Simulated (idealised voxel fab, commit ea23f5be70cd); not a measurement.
Process module in this document: voxel plated lines
The width of the displayed cross-section, cut, is 230 nm; its cells are square, with a size of 5 nm.
Format of a cross-section: grid, square cells. Given as bands. Order: top down. Band: one or more rows of cells.
Heights first: top, then bottom, in nm. Then materials, left to right, each with a width in nm. "all across" on a single material: fills the band edge to edge. "blank": empty space.
All heights in this document are referenced to 0, defined as the level beneath which the wafer, as received, consists entirely of one material. The lowest band is not bounded below; it extends indefinitely downward and is written in the form "from 0 down".
When a width is written as two numbers, as in "30..40", the first number is the width in the top row of cells of the band and the second is the width in its bottom row, and the width changes by the same amount from each row to the next.
It should be understood that the words "no modification", when stated for a given step, signify that the cross-section underwent no change in any of its cells during that step.
"Closed cavity list" specifies each empty space that is not open to the top and that occupies no fewer than 8 cells, using the form width x height at distance, the distance measured from the left edge and all three quantities in nm.
after a step's settings: what the simulator itself notes on the step
overlay nm: where the mask lay relative to plan, measured to the right, on steps with a mask; negatives go left.
## Process steps - plan
1. RECEIVE | material Si
2. CONFORMAL_DEP | material Al2O3 | thk nm 5
3. DIRECTIONAL_DEP | material TiN | thk nm 5
4. PATTERN | tone open | mask id LINES | material resist | width nm 20 | pitch nm 45 | thk nm 35 | overlay nm 0
5. EPI | material Ru | thk nm 10
6. EPI | material Ru | thk nm 5
7. EPI | material Ru | thk nm 5
8. STRIP | etch materials resist
9. DIRECTIONAL_ETCH | etch materials TiN | depth nm 5
10. CONFORMAL_DEP | material SiO2 | thk nm 5
## The first wafer of two, processed as planned
## Step 1 complete: cross-section of the wafer as received
from 0 down  Si all across
Closed cavity list: none
## Presented here is a cross-section of the wafer after step 2 has been performed
from 5 to 0  Al2O3 all across
For the remainder of the cross-section, below 0, there is no change.
## Presented here is a cross-section of the wafer after step 3 has been performed
from 10 to 5  TiN all across
For the remainder of the cross-section, below 5, there is no change.
## Presented here is a cross-section of the wafer after step 4 has been performed
from 45 to 10  resist 35, blank 20, resist 25, blank 20, resist 25, blank 20, resist 25, blank 20, resist 40
For the remainder of the cross-section, below 10, there is no change.
## Presented here is a cross-section of the wafer after step 5 has been performed
from 45 to 20  resist 35, blank 20, resist 25, blank 20, resist 25, blank 20, resist 25, blank 20, resist 40
from 20 to 10  resist 35, Ru 20, resist 25, Ru 20, resist 25, Ru 20, resist 25, Ru 20, resist 40
For the remainder of the cross-section, below 10, there is no change.
## Presented here is a cross-section of the wafer after step 6 has been performed
from 45 to 25  resist 35, blank 20, resist 25, blank 20, resist 25, blank 20, resist 25, blank 20, resist 40
from 25 to 10  resist 35, Ru 20, resist 25, Ru 20, resist 25, Ru 20, resist 25, Ru 20, resist 40
For the remainder of the cross-section, below 10, there is no change.
## Presented here is a cross-section of the wafer after step 7 has been performed
from 45 to 30  resist 35, blank 20, resist 25, blank 20, resist 25, blank 20, resist 25, blank 20, resist 40
from 30 to 10  resist 35, Ru 20, resist 25, Ru 20, resist 25, Ru 20, resist 25, Ru 20, resist 40
For the remainder of the cross-section, below 10, there is no change.
## Presented here is a cross-section of the wafer after step 8 has been performed
from 30 to 10  blank 35, Ru 20, blank 25, Ru 20, blank 25, Ru 20, blank 25, Ru 20, blank 40
For the remainder of the cross-section, below 10, there is no change.
## Presented here is a cross-section of the wafer after step 9 has been performed
from 30 to 10  blank 35, Ru 20, blank 25, Ru 20, blank 25, Ru 20, blank 25, Ru 20, blank 40
from 10 to 5  blank 35, TiN 20, blank 25, TiN 20, blank 25, TiN 20, blank 25, TiN 20, blank 40
For the remainder of the cross-section, below 5, there is no change.
## Presented here is a cross-section of the wafer after step 10 has been performed
from 35 to 30  blank 30, SiO2 30, blank 15, SiO2 30, blank 15, SiO2 30, blank 15, SiO2 30, blank 35
from 30 to 10  blank 30, SiO2 5, Ru 20, SiO2 5, blank 15, SiO2 5, Ru 20, SiO2 5, blank 15, SiO2 5, Ru 20, SiO2 5, blank 15, SiO2 5, Ru 20, SiO2 5, blank 35
from 10 to 5  SiO2 35, TiN 20, SiO2 25, TiN 20, SiO2 25, TiN 20, SiO2 25, TiN 20, SiO2 40
For the remainder of the cross-section, below 5, there is no change.
## Wafer two. Identical start, identical plan. One mistake in execution. Identical history through step 1
## Cross-section, second wafer, at the end time the plan gives for step 2
from 15 to 0  Al2O3 all across
For the remainder of the cross-section, below 0, there is no change.
## Cross-section, second wafer, at the end time the plan gives for step 3
from 20 to 15  TiN all across
For the remainder of the cross-section, below 15, there is no change.
## Cross-section, second wafer, at the end time the plan gives for step 4
from 55 to 20  resist 35, blank 20, resist 25, blank 20, resist 25, blank 20, resist 25, blank 20, resist 40
For the remainder of the cross-section, below 20, there is no change.
## Cross-section, second wafer, at the end time the plan gives for step 5
from 55 to 30  resist 35, blank 20, resist 25, blank 20, resist 25, blank 20, resist 25, blank 20, resist 40
from 30 to 20  resist 35, Ru 20, resist 25, Ru 20, resist 25, Ru 20, resist 25, Ru 20, resist 40
For the remainder of the cross-section, below 20, there is no change.
## Cross-section, second wafer, at the end time the plan gives for step 6
from 55 to 35  resist 35, blank 20, resist 25, blank 20, resist 25, blank 20, resist 25, blank 20, resist 40
from 35 to 20  resist 35, Ru 20, resist 25, Ru 20, resist 25, Ru 20, resist 25, Ru 20, resist 40
For the remainder of the cross-section, below 20, there is no change.
## Cross-section, second wafer, at the end time the plan gives for step 7
from 55 to 40  resist 35, blank 20, resist 25, blank 20, resist 25, blank 20, resist 25, blank 20, resist 40
from 40 to 20  resist 35, Ru 20, resist 25, Ru 20, resist 25, Ru 20, resist 25, Ru 20, resist 40
For the remainder of the cross-section, below 20, there is no change.
## Cross-section, second wafer, at the end time the plan gives for step 8
from 40 to 20  blank 35, Ru 20, blank 25, Ru 20, blank 25, Ru 20, blank 25, Ru 20, blank 40
For the remainder of the cross-section, below 20, there is no change.
## Cross-section, second wafer, at the end time the plan gives for step 9
from 40 to 20  blank 35, Ru 20, blank 25, Ru 20, blank 25, Ru 20, blank 25, Ru 20, blank 40
from 20 to 15  blank 35, TiN 20, blank 25, TiN 20, blank 25, TiN 20, blank 25, TiN 20, blank 40
For the remainder of the cross-section, below 15, there is no change.
## Cross-section, second wafer, at the end time the plan gives for step 10
from 45 to 40  blank 30, SiO2 30, blank 15, SiO2 30, blank 15, SiO2 30, blank 15, SiO2 30, blank 35
from 40 to 20  blank 30, SiO2 5, Ru 20, SiO2 5, blank 15, SiO2 5, Ru 20, SiO2 5, blank 15, SiO2 5, Ru 20, SiO2 5, blank 15, SiO2 5, Ru 20, SiO2 5, blank 35
from 20 to 15  SiO2 35, TiN 20, SiO2 25, TiN 20, SiO2 25, TiN 20, SiO2 25, TiN 20, SiO2 40
For the remainder of the cross-section, below 15, there is no change.
Plan not followed: step 2: run off-plan, actual operation and settings CONFORMAL_DEP | material Al2O3 | thk nm 15
Final cells, second wafer relative to first, materials higher or lower: Al2O3 +92
